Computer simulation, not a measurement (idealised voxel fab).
Herein follows the process module entitled voxel self aligned vias.
225 nm wide, 5 nm square cells: that's cross-section cut.
Square cells in a grid make up a cross-section in this document, and the grid is given as bands, listed from the top down, each one or more rows of cells. Per band: top height and bottom height in nm, followed by the left-to-right materials and their widths in nm; "everywhere" marks a single material spanning edge to edge, "empty" marks empty space. The level at which height equals 0 is the one under which the wafer, as it arrives, is entirely one material. No lower edge exists for the bottom band, which continues downward and is notated as in "top 0, no bottom". Width "30 to 40": first value at the band's top row of cells, second value at its bottom row, equal change from row to row. Key: "identical to before" - step with no changed cell in the cross-section. Any empty space of 8 cells or more lacking an open way to the top shows up in "Sealed internal voids" as width x height at distance, distance from the left edge, in nm. On a step's line, text after the settings is the simulator commenting on that step. What "overlay nm" on a step's line means: if the step has a mask, that mask lay this far to the right of its planned place, or, when the value is negative, to the left.
-- Listed below are the process steps as planned
1,RECEIVE,material Si
2,CONFORMAL_DEP,material SiO2,thk nm 15
3,CONFORMAL_DEP,material SiCN,thk nm 5
4,DIRECTIONAL_DEP,material SiO2,thk nm 20
5,MASKED_ETCH,tone open,mask id LINES,width nm 25,pitch nm 75,etch materials SiO2,depth nm 20,overlay nm 0
6,CONFORMAL_DEP,material TiN,thk nm 5
7,FILL_DEP,material W,thk nm 10
8,CMP,height nm 40
9,SELECTIVE_ETCH,etch materials W Ru TiN,depth nm 5
10,FILL_DEP,material SiN,thk nm 10
11,CMP,height nm 40
12,DIRECTIONAL_DEP,material SiO2,thk nm 15
13,DIRECTIONAL_DEP,material aC,thk nm 10
14,PATTERN,tone open,mask id VIAS,material resist,width nm 45,pitch nm 75,thk nm 30,overlay nm 0
15,DIRECTIONAL_ETCH,etch materials aC,depth nm 10
16,STRIP,etch materials resist
17,DIRECTIONAL_ETCH,etch materials SiO2,depth nm 15
18,DIRECTIONAL_ETCH,etch materials SiN,depth nm 5
19,STRIP,etch materials aC
20,CONFORMAL_DEP,material TiN,thk nm 5
21,FILL_DEP,material Cu,thk nm 10
22,CMP,height nm 55
23,CONFORMAL_DEP,material SiN,thk nm 5
-- Step 1 complete: cross-section of the wafer as received
* top 0, no bottom  Si everywhere
* Sealed internal voids: none
-- The plan above was carried out on the starting structure above with one mistake, and this cross-section shows the wafer at the end of the module
* top 60, bottom 55  SiN everywhere
* top 55, bottom 45  50 of SiO2, 5 of TiN, 35 of Cu, 5 of TiN, 30 of SiO2, 5 of TiN, 35 of Cu, 5 of TiN, 55 of SiO2
* top 45, bottom 40  50 of SiO2, 45 of TiN, 30 of SiO2, 45 of TiN, 55 of SiO2
* top 40, bottom 35  50 of SiN, 10 of TiN, 25 of SiO2, 10 of TiN, 30 of SiN, 10 of TiN, 25 of SiO2, 10 of TiN, 55 of SiN
* top 35, bottom 25  55 of W, 5 of TiN, 25 of SiO2, 5 of TiN, 40 of W, 5 of TiN, 25 of SiO2, 5 of TiN, 60 of W
* top 25, bottom 20  60 of TiN, 25 of SiO2, 50 of TiN, 25 of SiO2, 65 of TiN
* top 20, bottom 15  SiCN everywhere
* top 15, bottom 0  SiO2 everywhere
* top 0, no bottom  Si everywhere
* Sealed internal voids: none
What was done differently from what was planned? contrary to plan, step 5 was performed as MASKED_ETCH,tone cover,mask id LINES,width nm 25,pitch nm 75,etch materials SiO2,depth nm 20,overlay nm 0
